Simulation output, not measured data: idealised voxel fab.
process module | voxel air gaps
cross-section cut | 295 nm wide | cells 5 nm
A cross-section is a grid of square cells, given in bands from the top down. A band is one or more rows of cells.
Each band's line starts with the height of the band's top and of its bottom, in nm. Then come its materials from left to right, each with its width in nm. One material with "throughout" fills the band from edge to edge. "air" is empty space.
Height 0 is the level under which the wafer as received is all one material. The lowest band goes on downwards, as in "0 down".
A width such as "30 to 40" changes by the same amount from each row of cells to the next, from the band's top row to its bottom row.
"no change" after a step means that no cell of the cross-section changed.
closed voids: empty space of 8 cells or more with no open way to the top, each as width x height at its distance from the left edge, in nm
after a step's settings: what the simulator itself notes on the step
overlay nm, on a step with a mask: how far to the right of its planned place the mask lay; to the left if negative
plan
1 op RECEIVE | material Si
2 op CONFORMAL_DEP | material SiO2 | thk nm 10
3 op CONFORMAL_DEP | material SiCN | thk nm 5
4 op DIRECTIONAL_DEP | material SiO2 | thk nm 30
5 op PATTERN | tone open | mask id LINES | material resist | width nm 25 | pitch nm 55 | thk nm 15 | overlay nm 0
6 op DIRECTIONAL_ETCH | etch materials SiO2 | depth nm 30
7 op STRIP | etch materials resist
8 op CONFORMAL_DEP | material TiN | thk nm 5
9 op FILL_DEP | material Ru | thk nm 5
10 op CMP | height nm 45
11 op EPI | material Ru | thk nm 10
12 op SELECTIVE_ETCH | etch materials SiO2 | depth nm 40
13 op CONFORMAL_DEP | material SiCN | thk nm 5
as received, after step 1
  0 down: Si throughout
  closed voids: none
first wafer at the end, as planned
  60 to 55: air 35 | SiCN 220 | air 40
  55 to 45: air 35 | SiCN 5 | Ru 45 | SiCN 10 | Ru 45 | SiCN 10 | Ru 45 | SiCN 10 | Ru 45 | SiCN 5 | air 40
  45 to 40: air 35 | SiCN 15 | TiN 5 | Ru 15 | TiN 5 | SiCN 30 | TiN 5 | Ru 15 | TiN 5 | SiCN 30 | TiN 5 | Ru 15 | TiN 5 | SiCN 30 | TiN 5 | Ru 15 | TiN 5 | SiCN 15 | air 40
  40 to 20: air 45 | SiCN 5 | TiN 5 | Ru 15 | TiN 5 | SiCN 5 | air 20 | SiCN 5 | TiN 5 | Ru 15 | TiN 5 | SiCN 5 | air 20 | SiCN 5 | TiN 5 | Ru 15 | TiN 5 | SiCN 5 | air 20 | SiCN 5 | TiN 5 | Ru 15 | TiN 5 | SiCN 5 | air 50
  20 to 15: SiCN 50 | TiN 25 | SiCN 30 | TiN 25 | SiCN 30 | TiN 25 | SiCN 30 | TiN 25 | SiCN 55
  15 to 10: SiCN throughout
  10 to 0: SiO2 throughout
  0 down: Si throughout
  closed voids: 20 x 20 at 80; 20 x 20 at 135; 20 x 20 at 190
second wafer at the end: like start, like plan, one mistake
  50 to 40: SiCN throughout
  40 to 0: SiO2 throughout
  0 down: Si throughout
  closed voids: none
what went wrong: steps 3 and 4 were swapped
at the end the second wafer has, in cells: 132 fewer of Ru | 96 fewer of SiCN | 354 more of SiO2 | 60 fewer of TiN
closed voids at the end (first wafer, second wafer): 3, 0
